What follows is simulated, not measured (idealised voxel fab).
The name of this process module is voxel self aligned contacts.
Square cell edge 5 nm, section width 225 nm, ID cut.
Cross-section layout: square cells on a grid; listed as bands, top to bottom; a band spans one or more cell rows.
A band entry consists of two parts. The first gives the height of the band's top and the height of its bottom, in nm. The rest lists the band's materials from left to right, each with its width in nm. A single material labelled with the word "throughout" fills the band from edge to edge, and the word "empty" marks empty space.
Height datum 0, below which the as-received substrate wafer is one material. Lowest band open at the bottom, running downward: "0 -> down".
Per-row width for "30..40": begins at first number (top row of band), ends at second number (bottom row), increment between rows held constant.
"left unchanged" for a step: no cell of the cross-section changed in that step.
Any empty space of 8 cells or more lacking an open way to the top shows up in "Sealed cavities" as width x height at distance, distance from the left edge, in nm.
Text after the settings on a step's line: the simulator's own remark on that step.
When a step includes a mask, the "overlay nm" setting on its line states how far to the right of its planned place that mask lay, and negative values state how far to the left.

Steps planned for the process
1 RECEIVE, material Si
2 OXIDIZE, depth nm 5
3 DIRECTIONAL_DEP, material polySi, thk nm 30
4 DIRECTIONAL_DEP, material SiN, thk nm 20
5 PATTERN, tone cover, mask id GATE, material resist, width nm 35, pitch nm 65, thk nm 15, overlay nm 0
6 DIRECTIONAL_ETCH, etch materials SiN, depth nm 20
7 DIRECTIONAL_ETCH, etch materials polySi, depth nm 30
8 STRIP, etch materials resist
9 CONFORMAL_DEP, material SiN, thk nm 5
10 DIRECTIONAL_ETCH, etch materials SiN, depth nm 5
11 FILL_DEP, material SiO2, thk nm 15
12 CMP, height nm 60
13 DIRECTIONAL_DEP, material aC, thk nm 15
14 PATTERN, tone open, mask id CONTACT, material resist, width nm 50, pitch nm 65, thk nm 30, overlay nm 0
15 DIRECTIONAL_ETCH, etch materials aC, depth nm 15
16 STRIP, etch materials resist
17 DIRECTIONAL_ETCH, etch materials SiO2, depth nm 65
18 STRIP, etch materials aC
19 CONFORMAL_DEP, material TiN, thk nm 5
20 FILL_DEP, material W, thk nm 10
21 CMP, height nm 60
22 CONFORMAL_DEP, material SiN, thk nm 5
Don't read the plan's depth nm for step 2 as applying to every wafer: that's the first wafer's value, and the wafers differ in it, though they all start identical.

As-received state after step 1, first of several wafers, cross-section
0 -> down | Si throughout
Sealed cavities: none

Basically each wafer gets a line in the table, showing it at the end of the module: material by material, the cells it gained (+) or lost (-) since we got it, then its closed voids
depth nm 5; -45 Si; +189 SiN; +187 SiO2; +68 TiN; +60 W; +126 polySi; Sealed cavities: none
depth nm 10; -90 Si; +189 SiN; +232 SiO2; +68 TiN; +60 W; +126 polySi; Sealed cavities: none
depth nm 15; -135 Si; +189 SiN; +277 SiO2; +68 TiN; +60 W; +126 polySi; Sealed cavities: none
depth nm 20; -180 Si; +189 SiN; +322 SiO2; +68 TiN; +60 W; +126 polySi; Sealed cavities: none
